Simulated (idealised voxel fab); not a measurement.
Process module in this document: voxel ribs on slabs
The cross-section shown here is cut; it is 190 nm wide and divided into square cells measuring 5 nm on a side.
Cross-section format: a grid of square cells, given as bands from top to bottom; each band is one or more rows of cells. Top, bottom (nm), then materials left to right with widths (nm); lone material tagged "throughout" fills the whole band edge to edge; "blank" = empty space. Heights from 0 (as-received wafer is one material below). Bottom band endless downward, as "z 0 and below". Read "30->40" as a graded width: first number on top, second number at the bottom, same change between each pair of neighbouring rows. Any step labelled "no alterations made" changed none of the cells in the cross-section. The label "closed voids" introduces a list of the empty spaces, 8 cells or larger, that have no open way up to the top; each entry in it reads width x height at distance, where the distance is taken from the left edge and all three are stated in nm. It should be noted that, on the line of a given step, the content following the step's settings is a remark produced by the simulator itself with respect to that step. The setting "overlay nm" may be written on the line of a step. When the step uses a mask, the value reports how far to the right of the planned place the mask lay, and a negative value reports that it lay to the left.
### Process steps (planned)
| 1 | RECEIVE [material Si] |
| 2 | DIRECTIONAL_DEP [material SiO2] [thk nm 30] |
| 3 | DIRECTIONAL_DEP [material SiN] [thk nm 25] |
| 4 | MASKED_ETCH [tone cover] [mask id RIB] [width nm 20] [etch materials SiN] [depth nm 15] [overlay nm 0] |
| 5 | MASKED_ETCH [tone cover] [mask id SLAB] [width nm 50] [etch materials SiN] [depth nm 10] [overlay nm 0] |
| 6 | FILL_DEP [material SiO2] [thk nm 15] |
| 7 | CMP [height nm 65] |
| 8 | DIRECTIONAL_DEP [material TiN] [thk nm 10] |
| 9 | PATTERN [tone cover] [mask id HEATER] [material resist] [width nm 30] [thk nm 20] [overlay nm 0] |
| 10 | DIRECTIONAL_ETCH [etch materials TiN] [depth nm 10] |
| 11 | STRIP [etch materials resist] |
| 12 | CONFORMAL_DEP [material SiN] [thk nm 10] |
### Shown in cross-section is the wafer as received, that is, as it stands after step 1
- z 0 and below | Si throughout
- closed voids: none
### End-of-module cross-section of the first of two wafers, processed as planned
- z 85 to 75 | blank (70); SiN (50); blank (70)
- z 75 to 65 | SiN (80); TiN (30); SiN (80)
- z 65 to 55 | SiO2 throughout
- z 55 to 40 | SiO2 (85); SiN (20); SiO2 (85)
- z 40 to 30 | SiO2 (70); SiN (50); SiO2 (70)
- z 30 to 0 | SiO2 throughout
- z 0 and below | Si throughout
- closed voids: none
### End-of-module cross-section of the second wafer: identical starting point and process plan to the first, with one processing mistake
- z 85 to 75 | SiN throughout
- z 75 to 55 | SiO2 throughout
- z 55 to 40 | SiO2 (85); SiN (20); SiO2 (85)
- z 40 to 30 | SiO2 (70); SiN (50); SiO2 (70)
- z 30 to 0 | SiO2 throughout
- z 0 and below | Si throughout
- closed voids: none
Diagnosis: step 8 changed vs plan, executed as DIRECTIONAL_DEP [material SiO2] [thk nm 10]
Heads up, by the end the second wafer has more or fewer cells of some materials compared to the first: SiN -8 | SiO2 +76 | TiN -12
